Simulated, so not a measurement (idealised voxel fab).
This is a process module. Its name is voxel gate over fins.
We display cut, a cross-section 265 nm in width whose square cells are each 5 nm.
Cross-sections here: square-cell grids, written as top-down lists of bands, a band being one or more rows of cells. This entry defines a band. It first specifies the height of the band's top and the height of its bottom in nm, and then specifies the band's materials from left to right, stating each material with its width in nm. The word "throughout" identifies a single material that fills the band from edge to edge, while the word "air" identifies empty space. The level at which height equals 0 is the one under which the wafer, as it arrives, is entirely one material. No lower edge exists for the bottom band, which continues downward and is notated as in "from 0 down". The two numbers in a width such as "30->40" mark its ends across the band: the first belongs to the top row of cells, the second to the bottom row, and from each row to the next the width moves by the same amount. You'll sometimes find "nothing different" written for a step, and that's the way of saying that nowhere in the cross-section did a cell change during that step. For the entry "Unvented voids", the listed items are empty spaces with no open way to the top whose size is 8 cells or more; each item follows the pattern width x height at distance, where distance is from the left edge and all three are in nm. Step line, after settings: the simulator's comment on this step. On any step carrying a mask, the "overlay nm" setting, if present on the step's line, tells how far right of its planned place the mask lay; negative values point to the left.

Process steps - plan
1. RECEIVE,material Si
2. CONFORMAL_DEP,material SiN,thk nm 5
3. MASKED_ETCH,tone cover,mask id FINS,width nm 15,pitch nm 50,etch materials SiN,depth nm 5,overlay nm 0
4. MASKED_ETCH,tone cover,mask id FINS,width nm 15,pitch nm 50,etch materials Si,depth nm 35,overlay nm 0
5. FILL_DEP,material SiO2,thk nm 5
6. CMP,height nm 5
7. DIRECTIONAL_DEP,material aC,thk nm 15
8. PATTERN,tone open,mask id RAIL,material resist,width nm 15,thk nm 35,overlay nm 0
9. DIRECTIONAL_ETCH,etch materials aC,depth nm 15
10. STRIP,etch materials resist
11. DIRECTIONAL_ETCH,etch materials SiO2,depth nm 35
12. STRIP,etch materials aC
13. CONFORMAL_DEP,material TiN,thk nm 5
14. FILL_DEP,material W,thk nm 5
15. CMP,height nm 5
16. SELECTIVE_ETCH,etch materials W Ru TiN,depth nm 30
17. FILL_DEP,material SiO2,thk nm 5
18. CMP,height nm 5
19. SELECTIVE_ETCH,etch materials SiO2,depth nm 20
20. STRIP,etch materials SiN
21. CONFORMAL_DEP,material HfO2,thk nm 5
22. CONFORMAL_DEP,material TiN,thk nm 5
23. FILL_DEP,material W,thk nm 15
24. CMP,height nm 20
25. CONFORMAL_DEP,material SiN,thk nm 10

as received, after step 1
> from 0 down = Si throughout
> Unvented voids: none

a wafer at the end: this start, this plan, one mistake
> from 30 to 20 = HfO2 throughout
> from 20 to 10 = W throughout
> from 10 to 5 = W 65 nm, TiN 35 nm, W 15 nm, TiN 35 nm, W 15 nm, TiN 35 nm, W 65 nm
> from 5 to 0 = W 65 nm, TiN 5 nm, HfO2 25 nm, TiN 5 nm, W 15 nm, TiN 5 nm, HfO2 25 nm, TiN 5 nm, W 15 nm, TiN 5 nm, HfO2 25 nm, TiN 5 nm, W 65 nm
> from 0 to -5 = W 65 nm, TiN 5 nm, HfO2 5 nm, Si 15 nm, HfO2 5 nm, TiN 5 nm, W 15 nm, TiN 5 nm, HfO2 5 nm, Si 15 nm, HfO2 5 nm, TiN 5 nm, W 15 nm, TiN 5 nm, HfO2 5 nm, Si 15 nm, HfO2 5 nm, TiN 5 nm, W 65 nm
> from -5 to -10 = TiN 70 nm, HfO2 5 nm, Si 15 nm, HfO2 5 nm, TiN 25 nm, HfO2 5 nm, Si 15 nm, HfO2 5 nm, TiN 25 nm, HfO2 5 nm, Si 15 nm, HfO2 5 nm, TiN 70 nm
> from -10 to -15 = HfO2 75 nm, Si 15 nm, HfO2 35 nm, Si 15 nm, HfO2 35 nm, Si 15 nm, HfO2 75 nm
> from -15 to -25 = SiO2 75 nm, Si 15 nm, SiO2 35 nm, Si 15 nm, SiO2 35 nm, Si 15 nm, SiO2 75 nm
> from -25 to -30 = SiO2 75 nm, Si 15 nm, SiO2 10 nm, TiN 15 nm, SiO2 10 nm, Si 15 nm, SiO2 35 nm, Si 15 nm, SiO2 75 nm
> from -30 to -35 = SiO2 75 nm, Si 15 nm, SiO2 35 nm, Si 15 nm, SiO2 35 nm, Si 15 nm, SiO2 75 nm
> from -35 down = Si throughout
> Unvented voids: none
In executing the process, a mistake was made relative to the plan: for step 25, the planned setting was not used; the step was instead run as CONFORMAL_DEP,material HfO2,thk nm 10
